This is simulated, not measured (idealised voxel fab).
This is a process module. Its name is voxel released beams.
This is section cut - it's 245 nm across, gridded in 5 nm square cells.
A cross-section is written here as square cells arranged in a grid, and it is given in bands from the top down, each band taking up one or more rows of cells. For a band, the entry starts with two heights in nm, that of the top and then that of the bottom, and carries on with the band's materials in order from left to right, each alongside its width in nm; the word "everywhere" beside a single material means it fills the band edge to edge, and "empty" means empty space. Height reference: 0 = level under which incoming wafer is all one material. Lowest band: no bottom, runs on downward, e.g. "0 -> down". Read "30..40" as a graded width: first number on top, second number at the bottom, same change between each pair of neighbouring rows. Where a step carries "identical to before", the cross-section came out of it unchanged, cell for cell. In "closed voids" the enclosed voids are listed, meaning empty spaces of 8 cells or larger without any opening to the top. The form is width x height at distance, distance from the left edge, units nm. Text after the settings on a step's line: the simulator's own remark on that step. The optional step-line setting "overlay nm" applies to steps with a mask and quantifies how far to the right of its planned location the mask lay, a negative value indicating leftward placement.
# Steps planned for the process
1 op RECEIVE | material Si
2 op CONFORMAL_DEP | material Al2O3 | thk nm 5
3 op DIRECTIONAL_DEP | material SiO2 | thk nm 15
4 op DIRECTIONAL_DEP | material aC | thk nm 10
5 op PATTERN | tone open | mask id ANCHOR | material resist | width nm 25 | thk nm 30 | overlay nm 0
6 op DIRECTIONAL_ETCH | etch materials aC | depth nm 10
7 op STRIP | etch materials resist
8 op DIRECTIONAL_ETCH | etch materials SiO2 | depth nm 15
9 op STRIP | etch materials aC
10 op CONFORMAL_DEP | material polySi | thk nm 10
11 op DIRECTIONAL_DEP | material aC | thk nm 15
12 op PATTERN | tone cover | mask id BEAM | material resist | width nm 80 | thk nm 30 | overlay nm 0
13 op DIRECTIONAL_ETCH | etch materials aC | depth nm 15
14 op STRIP | etch materials resist
15 op DIRECTIONAL_ETCH | etch materials polySi | depth nm 10
16 op STRIP | etch materials aC
17 op STRIP | etch materials SiO2
# The first of the two wafers, which ran as planned
# Shown in cross-section is the wafer as received, that is, as it stands after step 1
    0 -> down: Si everywhere
    closed voids: none
# You're looking at a cross-section of the wafer after step 2
    5 -> 0: Al2O3 everywhere
    Heights below 0 show no change.
# You're looking at a cross-section of the wafer after step 3
    20 -> 5: SiO2 everywhere
    Heights below 5 show no change.
# You're looking at a cross-section of the wafer after step 4
    30 -> 20: aC everywhere
    Heights below 20 show no change.
# You're looking at a cross-section of the wafer after step 5
    60 -> 30: resist 85 nm, then empty 25 nm, then resist 135 nm
    Heights below 30 show no change.
# You're looking at a cross-section of the wafer after step 6
    50 -> 30: resist 85 nm, then empty 25 nm, then resist 135 nm
    30 -> 20: aC 85 nm, then empty 25 nm, then aC 135 nm
    Heights below 20 show no change.
# You're looking at a cross-section of the wafer after step 7
    30 -> 20: aC 85 nm, then empty 25 nm, then aC 135 nm
    Heights below 20 show no change.
# You're looking at a cross-section of the wafer after step 8
    30 -> 20: aC 85 nm, then empty 25 nm, then aC 135 nm
    20 -> 5: SiO2 85 nm, then empty 25 nm, then SiO2 135 nm
    Heights below 5 show no change.
# You're looking at a cross-section of the wafer after step 9
    20 -> 5: SiO2 85 nm, then empty 25 nm, then SiO2 135 nm
    Heights below 5 show no change.
# You're looking at a cross-section of the wafer after step 10
    30 -> 20: polySi 95 nm, then empty 5 nm, then polySi 145 nm
    20 -> 15: SiO2 85 nm, then polySi 10 nm, then empty 5 nm, then polySi 10 nm, then SiO2 135 nm
    15 -> 5: SiO2 85 nm, then polySi 25 nm, then SiO2 135 nm
    Heights below 5 show no change.
# You're looking at a cross-section of the wafer after step 11
    45 -> 30: aC 95 nm, then empty 5 nm, then aC 145 nm
    30 -> 20: polySi 95 nm, then aC 5 nm, then polySi 145 nm
    20 -> 15: SiO2 85 nm, then polySi 10 nm, then aC 5 nm, then polySi 10 nm, then SiO2 135 nm
    Heights below 15 show no change.
# You're looking at a cross-section of the wafer after step 12
    75 -> 45: empty 80 nm, then resist 80 nm, then empty 85 nm
    45 -> 30: aC 95 nm, then resist 5 nm, then aC 145 nm
    Heights below 30 show no change.
# You're looking at a cross-section of the wafer after step 13
    60 -> 45: empty 80 nm, then resist 80 nm, then empty 85 nm
    45 -> 30: empty 80 nm, then aC 15 nm, then resist 5 nm, then aC 60 nm, then empty 85 nm
    Heights below 30 show no change.
# You're looking at a cross-section of the wafer after step 14
    45 -> 30: empty 80 nm, then aC 15 nm, then empty 5 nm, then aC 60 nm, then empty 85 nm
    Heights below 30 show no change.
# You're looking at a cross-section of the wafer after step 15
    45 -> 30: empty 80 nm, then aC 15 nm, then empty 5 nm, then aC 60 nm, then empty 85 nm
    30 -> 20: empty 80 nm, then polySi 15 nm, then aC 5 nm, then polySi 60 nm, then empty 85 nm
    Heights below 20 show no change.
# You're looking at a cross-section of the wafer after step 16
    30 -> 20: empty 80 nm, then polySi 15 nm, then empty 5 nm, then polySi 60 nm, then empty 85 nm
    20 -> 15: SiO2 85 nm, then polySi 10 nm, then empty 5 nm, then polySi 10 nm, then SiO2 135 nm
    Heights below 15 show no change.
# You're looking at a cross-section of the wafer after step 17
    30 -> 20: empty 80 nm, then polySi 15 nm, then empty 5 nm, then polySi 60 nm, then empty 85 nm
    20 -> 15: empty 85 nm, then polySi 10 nm, then empty 5 nm, then polySi 10 nm, then empty 135 nm
    15 -> 5: empty 85 nm, then polySi 25 nm, then empty 135 nm
    Heights below 5 show no change.
# The Second Wafer: Common Origin and Plan, One Mistake in Execution, Identical to the First Through Step 1
# Second wafer at the planned finish of step 2, seen in cross-section
    15 -> 0: SiO2 everywhere
    Heights below 0 show no change.
# Second wafer at the planned finish of step 3, seen in cross-section
    20 -> 15: Al2O3 everywhere
    Heights below 15 show no change.
# Second wafer at the planned finish of step 4, seen in cross-section
    30 -> 20: aC everywhere
    Heights below 20 show no change.
# Second wafer at the planned finish of step 5, seen in cross-section
    60 -> 30: resist 85 nm, then empty 25 nm, then resist 135 nm
    Heights below 30 show no change.
# Second wafer at the planned finish of step 6, seen in cross-section
    50 -> 30: resist 85 nm, then empty 25 nm, then resist 135 nm
    30 -> 20: aC 85 nm, then empty 25 nm, then aC 135 nm
    Heights below 20 show no change.
# Second wafer at the planned finish of step 7, seen in cross-section
    30 -> 20: aC 85 nm, then empty 25 nm, then aC 135 nm
    Heights below 20 show no change.
Second wafer at the planned finish of step 8, seen in cross-section: identical to before
# Second wafer at the planned finish of step 9, seen in cross-section
    20 -> 15: Al2O3 everywhere
    Heights below 15 show no change.
# Second wafer at the planned finish of step 10, seen in cross-section
    30 -> 20: polySi everywhere
    Heights below 20 show no change.
# Second wafer at the planned finish of step 11, seen in cross-section
    45 -> 30: aC everywhere
    Heights below 30 show no change.
# Second wafer at the planned finish of step 12, seen in cross-section
    75 -> 45: empty 80 nm, then resist 80 nm, then empty 85 nm
    Heights below 45 show no change.
# Second wafer at the planned finish of step 13, seen in cross-section
    60 -> 45: empty 80 nm, then resist 80 nm, then empty 85 nm
    45 -> 30: empty 80 nm, then aC 80 nm, then empty 85 nm
    Heights below 30 show no change.
# Second wafer at the planned finish of step 14, seen in cross-section
    45 -> 30: empty 80 nm, then aC 80 nm, then empty 85 nm
    Heights below 30 show no change.
# Second wafer at the planned finish of step 15, seen in cross-section
    45 -> 30: empty 80 nm, then aC 80 nm, then empty 85 nm
    30 -> 20: empty 80 nm, then polySi 80 nm, then empty 85 nm
    Heights below 20 show no change.
# Second wafer at the planned finish of step 16, seen in cross-section
    30 -> 20: empty 80 nm, then polySi 80 nm, then empty 85 nm
    Heights below 20 show no change.
Second wafer at the planned finish of step 17, seen in cross-section: identical to before
Nonconformance to the process plan: contrary to the plan, steps 2 and 3 were processed in exchanged order
The final cell counts differ between the wafers, with the second having more or fewer of some materials than the first: SiO2 +147; polySi -12
